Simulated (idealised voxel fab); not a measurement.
The document below concerns the process module designated voxel lift off.
The cross-section shown here is cut; it is 215 nm wide and divided into square cells measuring 5 nm on a side.
A cross-section is written here as square cells arranged in a grid, and it is given in bands from the top down, each band taking up one or more rows of cells. In this notation a band is specified by the heights of its top and bottom, in that order and in nm, after which its materials appear from left to right, each paired with its width in nm. The word "everywhere" attached to a single material means that material fills the band from edge to edge; the word "empty" stands for empty space. Heights from 0 (as-received wafer is one material below). Bottom band endless downward, as "0 and below". Quick explanation for "30..40": the width changes in equal steps down the rows of cells, from the first number in the band's top row to the second number in its bottom row. Any step labelled "nothing altered" changed none of the cells in the cross-section. Reported under the label "Fully sealed voids" are the empty spaces having no open way to the top and comprising 8 cells or more; the notation for each is width x height at distance, in which the distance is measured from the left edge and all three values are in nm. On each step's line, the part that comes after the settings is the simulator's own comment on the step. For masked steps, "overlay nm" on the step line gives how far right of plan the mask actually lay; a minus sign means it lay to the left.

Process steps foreseen in the plan:
1. RECEIVE [material Si]
2. CONFORMAL_DEP [material SiN] [thk nm 5]
3. PATTERN [tone open] [mask id LINES] [material resist] [width nm 25] [pitch nm 50] [thk nm 25] [overlay nm 0]
4. DIRECTIONAL_DEP [material Ru] [thk nm 15]
5. STRIP [etch materials resist]
6. CONFORMAL_DEP [material SiN] [thk nm 5]

The first wafer of two, processed as planned:

Cross-section, incoming material, after step 1:
- 0 and below = Si everywhere
- Fully sealed voids: none

Wafer after step 2 (cross-section):
- 5 down to 0 = SiN everywhere
- Under 0: no change, same as before.

Wafer after step 3 (cross-section):
- 30 down to 5 = 20 of resist | 25 of empty | 25 of resist | 25 of empty | 25 of resist | 25 of empty | 25 of resist | 25 of empty | 20 of resist
- Under 5: no change, same as before.

Wafer after step 4 (cross-section):
- 45 down to 30 = 20 of Ru | 25 of empty | 25 of Ru | 25 of empty | 25 of Ru | 25 of empty | 25 of Ru | 25 of empty | 20 of Ru
- 30 down to 20 = 20 of resist | 25 of empty | 25 of resist | 25 of empty | 25 of resist | 25 of empty | 25 of resist | 25 of empty | 20 of resist
- 20 down to 5 = 20 of resist | 25 of Ru | 25 of resist | 25 of Ru | 25 of resist | 25 of Ru | 25 of resist | 25 of Ru | 20 of resist
- Under 5: no change, same as before.

Wafer after step 5 (cross-section):
- 20 down to 5 = 20 of empty | 25 of Ru | 25 of empty | 25 of Ru | 25 of empty | 25 of Ru | 25 of empty | 25 of Ru | 20 of empty
- Under 5: no change, same as before.

Wafer after step 6 (cross-section):
- 25 down to 20 = 15 of empty | 35 of SiN | 15 of empty | 35 of SiN | 15 of empty | 35 of SiN | 15 of empty | 35 of SiN | 15 of empty
- 20 down to 10 = 15 of empty | 5 of SiN | 25 of Ru | 5 of SiN | 15 of empty | 5 of SiN | 25 of Ru | 5 of SiN | 15 of empty | 5 of SiN | 25 of Ru | 5 of SiN | 15 of empty | 5 of SiN | 25 of Ru | 5 of SiN | 15 of empty
- 10 down to 5 = 20 of SiN | 25 of Ru | 25 of SiN | 25 of Ru | 25 of SiN | 25 of Ru | 25 of SiN | 25 of Ru | 20 of SiN
- Under 5: no change, same as before.

What follows concerns the second wafer, which started out like the first and was meant to follow the very same plan; one mistake crept in when it was run, but everything up to and including step 2 is the same as for the first wafer:

At the planned end of step 3, the second wafer in cross-section:
- 30 down to 5 = 20 of empty | 25 of resist | 25 of empty | 25 of resist | 25 of empty | 25 of resist | 25 of empty | 25 of resist | 20 of empty
- Under 5: no change, same as before.

At the planned end of step 4, the second wafer in cross-section:
- 45 down to 30 = 20 of empty | 25 of Ru | 25 of empty | 25 of Ru | 25 of empty | 25 of Ru | 25 of empty | 25 of Ru | 20 of empty
- 30 down to 20 = 20 of empty | 25 of resist | 25 of empty | 25 of resist | 25 of empty | 25 of resist | 25 of empty | 25 of resist | 20 of empty
- 20 down to 5 = 20 of Ru | 25 of resist | 25 of Ru | 25 of resist | 25 of Ru | 25 of resist | 25 of Ru | 25 of resist | 20 of Ru
- Under 5: no change, same as before.

At the planned end of step 5, the second wafer in cross-section:
- 20 down to 5 = 20 of Ru | 25 of empty | 25 of Ru | 25 of empty | 25 of Ru | 25 of empty | 25 of Ru | 25 of empty | 20 of Ru
- Under 5: no change, same as before.

At the planned end of step 6, the second wafer in cross-section:
- 25 down to 20 = 25 of SiN | 15 of empty | 35 of SiN | 15 of empty | 35 of SiN | 15 of empty | 35 of SiN | 15 of empty | 25 of SiN
- 20 down to 10 = 20 of Ru | 5 of SiN | 15 of empty | 5 of SiN | 25 of Ru | 5 of SiN | 15 of empty | 5 of SiN | 25 of Ru | 5 of SiN | 15 of empty | 5 of SiN | 25 of Ru | 5 of SiN | 15 of empty | 5 of SiN | 20 of Ru
- 10 down to 5 = 20 of Ru | 25 of SiN | 25 of Ru | 25 of SiN | 25 of Ru | 25 of SiN | 25 of Ru | 25 of SiN | 20 of Ru
- Under 5: no change, same as before.
The plan and the run diverged here: off-plan run, step 3, actual operation and settings PATTERN [tone cover] [mask id LINES] [material resist] [width nm 25] [pitch nm 50] [thk nm 25] [overlay nm 0]
at the end the second wafer has, in cells: 9 more of Ru
